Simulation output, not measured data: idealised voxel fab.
process module | voxel ribs on slabs
cross-section cut | 225 nm wide | cells 5 nm
A cross-section is a grid of square cells, given in bands from the top down. A band is one or more rows of cells.
Each band's line starts with the height of the band's top and of its bottom, in nm. Then come its materials from left to right, each with its width in nm. One material with "throughout" fills the band from edge to edge. "air" is empty space.
Height 0 is the level under which the wafer as received is all one material. The lowest band goes on downwards, as in "0 down".
A width such as "30 to 40" changes by the same amount from each row of cells to the next, from the band's top row to its bottom row.
"no change" after a step means that no cell of the cross-section changed.
closed voids: empty space of 8 cells or more with no open way to the top, each as width x height at its distance from the left edge, in nm
after a step's settings: what the simulator itself notes on the step
overlay nm, on a step with a mask: how far to the right of its planned place the mask lay; to the left if negative
plan
1 op RECEIVE | material Si
2 op DIRECTIONAL_DEP | material SiO2 | thk nm 30
3 op DIRECTIONAL_DEP | material SiN | thk nm 25
4 op PATTERN | tone cover | mask id RIB | material resist | width nm 20 | thk nm 20 | overlay nm 0
5 op DIRECTIONAL_ETCH | etch materials SiN | depth nm 10
6 op STRIP | etch materials resist
7 op MASKED_ETCH | tone cover | mask id SLAB | width nm 80 | etch materials SiN | depth nm 15 | overlay nm 0
8 op FILL_DEP | material SiO2 | thk nm 25
9 op CMP | height nm 70
10 op DIRECTIONAL_DEP | material TiN | thk nm 10
11 op PATTERN | tone cover | mask id HEATER | material resist | width nm 30 | thk nm 15 | overlay nm 0
12 op DIRECTIONAL_ETCH | etch materials TiN | depth nm 10
13 op STRIP | etch materials resist
14 op CONFORMAL_DEP | material SiO2 | thk nm 5
first wafer, as planned
as received, after step 1
  0 down: Si throughout
  closed voids: none
after step 2
  30 to 0: SiO2 throughout
  below 0: unchanged
after step 3
  55 to 30: SiN throughout
  below 30: unchanged
after step 4
  75 to 55: air 100 | resist 20 | air 105
  below 55: unchanged
after step 5
  75 to 55: air 100 | resist 20 | air 105
  55 to 45: air 100 | SiN 20 | air 105
  below 45: unchanged
after step 6
  55 to 45: air 100 | SiN 20 | air 105
  below 45: unchanged
after step 7
  55 to 45: air 100 | SiN 20 | air 105
  45 to 30: air 70 | SiN 80 | air 75
  below 30: unchanged
after step 8
  80 to 55: SiO2 throughout
  55 to 45: SiO2 100 | SiN 20 | SiO2 105
  45 to 30: SiO2 70 | SiN 80 | SiO2 75
  below 30: unchanged
after step 9
  70 to 55: SiO2 throughout
  below 55: unchanged
after step 10
  80 to 70: TiN throughout
  below 70: unchanged
after step 11
  95 to 80: air 95 | resist 30 | air 100
  below 80: unchanged
after step 12
  95 to 80: air 95 | resist 30 | air 100
  80 to 70: air 95 | TiN 30 | air 100
  below 70: unchanged
after step 13
  80 to 70: air 95 | TiN 30 | air 100
  below 70: unchanged
after step 14
  85 to 80: air 90 | SiO2 40 | air 95
  80 to 75: air 90 | SiO2 5 | TiN 30 | SiO2 5 | air 95
  75 to 70: SiO2 95 | TiN 30 | SiO2 100
  below 70: unchanged
second wafer: like start, like plan, one mistake. Through step 1 it matches the first wafer
when step 2 should have ended
  25 to 0: SiN throughout
  below 0: unchanged
when step 3 should have ended
  55 to 25: SiO2 throughout
  below 25: unchanged
when step 4 should have ended
  75 to 55: air 100 | resist 20 | air 105
  below 55: unchanged
when step 5 should have ended: no change
when step 6 should have ended
  55 to 25: SiO2 throughout
  below 25: unchanged
when step 7 should have ended: no change
when step 8 should have ended
  80 to 25: SiO2 throughout
  below 25: unchanged
when step 9 should have ended
  70 to 25: SiO2 throughout
  below 25: unchanged
when step 10 should have ended
  80 to 70: TiN throughout
  below 70: unchanged
when step 11 should have ended
  95 to 80: air 95 | resist 30 | air 100
  below 80: unchanged
when step 12 should have ended
  95 to 80: air 95 | resist 30 | air 100
  80 to 70: air 95 | TiN 30 | air 100
  below 70: unchanged
when step 13 should have ended
  80 to 70: air 95 | TiN 30 | air 100
  below 70: unchanged
when step 14 should have ended
  85 to 80: air 90 | SiO2 40 | air 95
  80 to 75: air 90 | SiO2 5 | TiN 30 | SiO2 5 | air 95
  75 to 70: SiO2 95 | TiN 30 | SiO2 100
  below 70: unchanged
what went wrong: steps 2 and 3 were swapped
at the end the second wafer has, in cells: 169 more of SiN | 169 fewer of SiO2
